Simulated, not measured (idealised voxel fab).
process module | voxel gate over fins
cross-section cut | 240 nm wide | cells 5 nm
A cross-section is a grid of square cells, given in bands from the top down. A band is one or more rows of cells.
Each band's line starts with the height of the band's top and of its bottom, in nm. Then come its materials from left to right, each with its width in nm. One material with "throughout" fills the band from edge to edge. "air" is empty space.
Height 0 is the level under which the wafer as received is all one material. The lowest band goes on downwards, as in "0 down".
A width such as "30 to 40" changes by the same amount from each row of cells to the next, from the band's top row to its bottom row.
"no change" after a step means that no cell of the cross-section changed.
closed voids: empty space of 8 cells or more with no open way to the top, each as width x height at its distance from the left edge, in nm
after a step's settings: what the simulator itself notes on the step
overlay nm, on a step with a mask: how far to the right of its planned place the mask lay; to the left if negative
plan
1 op RECEIVE | material Si
2 op CONFORMAL_DEP | material SiN | thk nm 5
3 op PATTERN | tone cover | mask id FINS | material resist | width nm 15 | pitch nm 60 | thk nm 20 | overlay nm 0
4 op DIRECTIONAL_ETCH | etch materials SiN | depth nm 5
5 op DIRECTIONAL_ETCH | etch materials Si | depth nm 40
6 op STRIP | etch materials resist
7 op FILL_DEP | material SiO2 | thk nm 10
8 op CMP | height nm 5
9 op MASKED_ETCH | tone open | mask id RAIL | width nm 15 | etch materials SiO2 | depth nm 40 | overlay nm 0
10 op CONFORMAL_DEP | material TiN | thk nm 5
11 op FILL_DEP | material W | thk nm 10
12 op CMP | height nm 5
13 op SELECTIVE_ETCH | etch materials W Ru TiN | depth nm 30
14 op FILL_DEP | material SiO2 | thk nm 5
15 op CMP | height nm 5
16 op SELECTIVE_ETCH | etch materials SiO2 | depth nm 20
17 op STRIP | etch materials SiN
18 op CONFORMAL_DEP | material HfO2 | thk nm 5
19 op CONFORMAL_DEP | material TiN | thk nm 5
20 op FILL_DEP | material W | thk nm 10
21 op CMP | height nm 15
22 op CONFORMAL_DEP | material SiN | thk nm 10
as received, after step 1
  0 down: Si throughout
  closed voids: none
a wafer at the end: this start, this plan, one mistake
  30 to 15: SiN throughout
  15 to 10: W throughout
  10 to 5: W 10 | TiN 35 | W 25 | TiN 35 | W 25 | TiN 35 | W 25 | TiN 35 | W 15
  5 to 0: W 10 | TiN 5 | HfO2 25 | TiN 5 | W 25 | TiN 5 | HfO2 25 | TiN 5 | W 25 | TiN 5 | HfO2 25 | TiN 5 | W 25 | TiN 5 | HfO2 25 | TiN 5 | W 15
  0 to -5: W 10 | TiN 5 | HfO2 5 | Si 15 | HfO2 5 | TiN 5 | W 25 | TiN 5 | HfO2 5 | Si 15 | HfO2 5 | TiN 5 | W 25 | TiN 5 | HfO2 5 | Si 15 | HfO2 5 | TiN 5 | W 25 | TiN 5 | HfO2 5 | Si 15 | HfO2 5 | TiN 5 | W 15
  -5 to -10: TiN 15 | HfO2 5 | Si 15 | HfO2 5 | TiN 35 | HfO2 5 | Si 15 | HfO2 5 | TiN 35 | HfO2 5 | Si 15 | HfO2 5 | TiN 35 | HfO2 5 | Si 15 | HfO2 5 | TiN 20
  -10 to -15: HfO2 20 | Si 15 | HfO2 45 | Si 15 | HfO2 45 | Si 15 | HfO2 45 | Si 15 | HfO2 25
  -15 to -25: SiO2 20 | Si 15 | SiO2 45 | Si 15 | SiO2 45 | Si 15 | SiO2 45 | Si 15 | SiO2 25
  -25 to -30: SiO2 20 | Si 15 | SiO2 15 | TiN 5 | W 5 | TiN 5 | SiO2 15 | Si 15 | SiO2 45 | Si 15 | SiO2 45 | Si 15 | SiO2 25
  -30 to -35: SiO2 20 | Si 15 | SiO2 15 | TiN 15 | SiO2 15 | Si 15 | SiO2 45 | Si 15 | SiO2 45 | Si 15 | SiO2 25
  -35 to -40: SiO2 20 | Si 15 | SiO2 45 | Si 15 | SiO2 45 | Si 15 | SiO2 45 | Si 15 | SiO2 25
  -40 down: Si throughout
  closed voids: none
what went wrong: step 22 ran as: op CONFORMAL_DEP | material SiN | thk nm 15
